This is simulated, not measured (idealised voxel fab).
Process module, titled voxel gate over fins
The width of the displayed cross-section, cut, is 290 nm; its cells are square, with a size of 5 nm.
How to read a cross-section here: the picture is a grid of square cells, written as bands going from the top down, and any band can span one or more rows of cells. Per band: top height and bottom height in nm, followed by the left-to-right materials and their widths in nm; "full width" marks a single material spanning edge to edge, "blank" marks empty space. Heights are measured from 0, the level below which the as-received wafer is all one material; the lowest band has no bottom and continues downward, written as in "top 0, no bottom". Per-row width for "30 to 40": begins at first number (top row of band), ends at second number (bottom row), increment between rows held constant. Reading "no change occurred" for a step: not a cell of the cross-section changed in it. Empty spaces counting at least 8 cells and having no open way to the top are listed in "Unvented internal voids". The notation width x height at distance is used for each, the distance being from the left edge and all three values in nm. after a step's settings: what the simulator itself notes on the step. overlay nm: mask offset rightward from planned place, masked step; negative means leftward offset.

STEPS PLANNED FOR THE PROCESS
1) RECEIVE, material Si
2) CONFORMAL_DEP, material SiN, thk nm 10
3) MASKED_ETCH, tone cover, mask id FINS, width nm 15, pitch nm 40, etch materials SiN, depth nm 10, overlay nm 0
4) MASKED_ETCH, tone cover, mask id FINS, width nm 15, pitch nm 40, etch materials Si, depth nm 30, overlay nm 0
5) FILL_DEP, material SiO2, thk nm 5
6) CMP, height nm 10
7) SELECTIVE_ETCH, etch materials SiO2, depth nm 25
8) STRIP, etch materials SiN
9) CONFORMAL_DEP, material HfO2, thk nm 5
10) CONFORMAL_DEP, material TiN, thk nm 5
11) CONFORMAL_DEP, material TiAl, thk nm 5
12) CONFORMAL_DEP, material TiN, thk nm 5
13) FILL_DEP, material W, thk nm 10
14) CMP, height nm 25
15) CONFORMAL_DEP, material SiCN, thk nm 10

RECEIVED-STATE CROSS-SECTION, REFLECTING COMPLETION OF STEP 1
	top 0, no bottom  Si full width
	Unvented internal voids: none

SECTIONED VIEW, FIRST OF TWO WAFERS, AT THE CLOSE OF THE MODULE, PROCESSED AS INTENDED IN THE PLAN
	top 35, bottom 25  SiCN full width
	top 25, bottom 20  W full width
	top 20, bottom 15  95 of W | 95 of TiN | 100 of W
	top 15, bottom 10  95 of W | 5 of TiN | 85 of TiAl | 5 of TiN | 100 of W
	top 10, bottom 5  95 of W | 5 of TiN | 5 of TiAl | 35 of TiN | 5 of TiAl | 35 of TiN | 5 of TiAl | 5 of TiN | 100 of W
	top 5, bottom 0  100 of TiN | 5 of TiAl | 5 of TiN | 25 of HfO2 | 5 of TiN | 5 of TiAl | 5 of TiN | 25 of HfO2 | 5 of TiN | 5 of TiAl | 105 of TiN
	top 0, bottom -5  105 of TiAl | 5 of TiN | 5 of HfO2 | 15 of Si | 5 of HfO2 | 5 of TiN | 5 of TiAl | 5 of TiN | 5 of HfO2 | 15 of Si | 5 of HfO2 | 5 of TiN | 110 of TiAl
	top -5, bottom -10  110 of TiN | 5 of HfO2 | 15 of Si | 5 of HfO2 | 15 of TiN | 5 of HfO2 | 15 of Si | 5 of HfO2 | 115 of TiN
	top -10, bottom -15  115 of HfO2 | 15 of Si | 25 of HfO2 | 15 of Si | 120 of HfO2
	top -15, bottom -30  115 of SiO2 | 15 of Si | 25 of SiO2 | 15 of Si | 120 of SiO2
	top -30, no bottom  Si full width
	Unvented internal voids: none

CROSS-SECTIONAL IMAGE OF THE SECOND WAFER OF THE TWO FOLLOWING COMPLETION OF THE MODULE. STARTING STATE AND PROCESS PLAN WERE THE SAME AS FOR THE FIRST WAFER; ONE EXECUTION ERROR OCCURRED
	top 35, bottom 25  SiCN full width
	top 25, bottom 20  95 of W | 5 of TiN | 85 of TiAl | 5 of TiN | 100 of W
	top 20, bottom 15  95 of W | 5 of TiN | 5 of TiAl | 35 of TiN | 5 of TiAl | 35 of TiN | 5 of TiAl | 5 of TiN | 100 of W
	top 15, bottom 10  95 of W | 5 of TiN | 5 of TiAl | 5 of TiN | 25 of HfO2 | 5 of TiN | 5 of TiAl | 5 of TiN | 25 of HfO2 | 5 of TiN | 5 of TiAl | 5 of TiN | 100 of W
	top 10, bottom 0  95 of W | 5 of TiN | 5 of TiAl | 5 of TiN | 5 of HfO2 | 15 of SiN | 5 of HfO2 | 5 of TiN | 5 of TiAl | 5 of TiN | 5 of HfO2 | 15 of SiN | 5 of HfO2 | 5 of TiN | 5 of TiAl | 5 of TiN | 100 of W
	top 0, bottom -10  95 of W | 5 of TiN | 5 of TiAl | 5 of TiN | 5 of HfO2 | 15 of Si | 5 of HfO2 | 5 of TiN | 5 of TiAl | 5 of TiN | 5 of HfO2 | 15 of Si | 5 of HfO2 | 5 of TiN | 5 of TiAl | 5 of TiN | 100 of W
	top -10, bottom -15  100 of TiN | 5 of TiAl | 5 of TiN | 5 of HfO2 | 15 of Si | 5 of HfO2 | 5 of TiN | 5 of TiAl | 5 of TiN | 5 of HfO2 | 15 of Si | 5 of HfO2 | 5 of TiN | 5 of TiAl | 105 of TiN
	top -15, bottom -20  105 of TiAl | 5 of TiN | 5 of HfO2 | 15 of Si | 5 of HfO2 | 5 of TiN | 5 of TiAl | 5 of TiN | 5 of HfO2 | 15 of Si | 5 of HfO2 | 5 of TiN | 110 of TiAl
	top -20, bottom -25  110 of TiN | 5 of HfO2 | 15 of Si | 5 of HfO2 | 15 of TiN | 5 of HfO2 | 15 of Si | 5 of HfO2 | 115 of TiN
	top -25, bottom -30  115 of HfO2 | 15 of Si | 25 of HfO2 | 15 of Si | 120 of HfO2
	top -30, no bottom  Si full width
	Unvented internal voids: none
Want to know what went wrong? step 8 ran differently from the plan; actual operation with settings: STRIP, etch materials SiO2
Upon completion, the second wafer contains, in terms of cells, a greater or smaller amount of certain materials than the first wafer: HfO2 +20; SiN +12; SiO2 -156; TiAl +15; TiN +11; W +98
